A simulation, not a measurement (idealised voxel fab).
You're looking at the process module voxel capacitor over wiring.
The cross-section on display is named cut; it measures 260 nm wide, and its cells are 5 nm squares.
The cross-sections in this document take the form of a grid made of square cells. They are written out as bands, in order from top to bottom. Each band consists of one or more rows of cells.
Band: top and bottom heights (nm) first, top before bottom; then materials from left to right, widths in nm. "all across" marks a sole material filling the band edge to edge. "empty" denotes empty space.
It should be noted that heights are counted from 0, beneath which the wafer as supplied is of one material throughout, and that the lowest band possesses no lower boundary but continues downward, as written in "0..down".
A two-number width, for instance "30 to 40", indicates that the width is equal to the first number in the top row of the band and to the second number in the bottom row, and that it changes by a constant amount per row of cells.
When a step is marked "no change occurred", none of the cells in the cross-section changed during that step.
"Listed closed voids" specifies each empty space that is not open to the top and that occupies no fewer than 8 cells, using the form width x height at distance, the distance measured from the left edge and all three quantities in nm.
That trailing text on a step's line, after the settings, is the simulator's own remark on the step.
The setting "overlay nm" may be written on the line of a step. When the step uses a mask, the value reports how far to the right of the planned place the mask lay, and a negative value reports that it lay to the left.
Process steps foreseen in the plan:
1) RECEIVE (material Si)
2) CONFORMAL_DEP (material SiO2; thk nm 10)
3) CONFORMAL_DEP (material SiN; thk nm 5)
4) DIRECTIONAL_DEP (material lowk; thk nm 25)
5) DIRECTIONAL_DEP (material aC; thk nm 15)
6) PATTERN (tone open; mask id METAL_1; material resist; width nm 20; pitch nm 80; thk nm 30; overlay nm 0)
7) DIRECTIONAL_ETCH (etch materials aC; depth nm 15)
8) STRIP (etch materials resist)
9) DIRECTIONAL_ETCH (etch materials lowk; depth nm 25)
10) DIRECTIONAL_ETCH (etch materials SiN; depth nm 5)
11) STRIP (etch materials aC)
12) CONFORMAL_DEP (material TiN; thk nm 5)
13) FILL_DEP (material Cu; thk nm 5)
14) CMP (height nm 40)
15) CONFORMAL_DEP (material SiCN; thk nm 5)
16) DIRECTIONAL_DEP (material SiO2; thk nm 20)
17) PATTERN (tone open; mask id PLUG_1; material resist; width nm 15; thk nm 20; overlay nm 0)
18) DIRECTIONAL_ETCH (etch materials SiO2; depth nm 20)
19) DIRECTIONAL_ETCH (etch materials SiCN; depth nm 5)
20) STRIP (etch materials resist)
21) EPI (material Ru; thk nm 10)
22) EPI (material Ru; thk nm 10)
23) EPI (material Ru; thk nm 5)
24) DIRECTIONAL_DEP (material TiN; thk nm 5)
25) DIRECTIONAL_DEP (material Al2O3; thk nm 5)
26) DIRECTIONAL_DEP (material TiN; thk nm 5)
27) PATTERN (tone cover; mask id UPPER_PLATE; material resist; width nm 65; thk nm 20; overlay nm 0)
28) DIRECTIONAL_ETCH (etch materials TiN; depth nm 5)
29) DIRECTIONAL_ETCH (etch materials Al2O3; depth nm 5)
30) STRIP (etch materials resist)
31) DIRECTIONAL_DEP (material aC; thk nm 10)
32) PATTERN (tone cover; mask id LOWER_PLATE; material resist; width nm 75; thk nm 25; overlay nm 0)
33) DIRECTIONAL_ETCH (etch materials aC; depth nm 10)
34) STRIP (etch materials resist)
35) DIRECTIONAL_ETCH (etch materials TiN; depth nm 5)
36) STRIP (etch materials aC)
37) FILL_DEP (material SiO2; thk nm 20)
38) CMP (height nm 95)
39) DIRECTIONAL_DEP (material aC; thk nm 15)
40) PATTERN (tone open; mask id PLUG_2; material resist; width nm 15; thk nm 30; overlay nm 0)
41) DIRECTIONAL_ETCH (etch materials aC; depth nm 15)
42) STRIP (etch materials resist)
43) DIRECTIONAL_ETCH (etch materials SiO2; depth nm 15)
44) STRIP (etch materials aC)
45) CONFORMAL_DEP (material TiN; thk nm 5)
46) FILL_DEP (material Cu; thk nm 10)
47) CMP (height nm 95)
48) CONFORMAL_DEP (material SiN; thk nm 5)
As-received state of the wafer in cross-section, equivalent to post-step 1:
0..down: Si all across
Listed closed voids: none
One mistake in running the module, otherwise start and plan as above: cross-section at the end:
100..95: SiN all across
95..85: 95 nm SiO2 / 5 nm TiN / 5 nm Cu / 5 nm TiN / 150 nm SiO2
85..75: 95 to 85 nm SiO2 / 15 to 65 nm TiN / 150 to 110 nm SiO2
75..70: 85 nm SiO2 / 65 nm Al2O3 / 110 nm SiO2
70..65: 80 nm SiO2 / 75 nm TiN / 105 nm SiO2
65..45: 95 nm SiO2 / 15 nm Ru / 150 nm SiO2
45..40: 95 nm SiCN / 15 nm Ru / 150 nm SiCN
40..15: 80 nm lowk / 5 nm TiN / 10 nm Cu / 5 nm TiN / 60 nm lowk / 5 nm TiN / 10 nm Cu / 5 nm TiN / 80 nm lowk
15..10: 80 nm SiN / 20 nm TiN / 60 nm SiN / 20 nm TiN / 80 nm SiN
10..0: SiO2 all across
0..down: Si all across
Listed closed voids: none
Heads up, the wafer didn't run the way we planned it: step 17 was processed under conditions differing from the plan, specifically as PATTERN (tone open; mask id PLUG_1; material resist; width nm 15; thk nm 20; overlay nm 10)
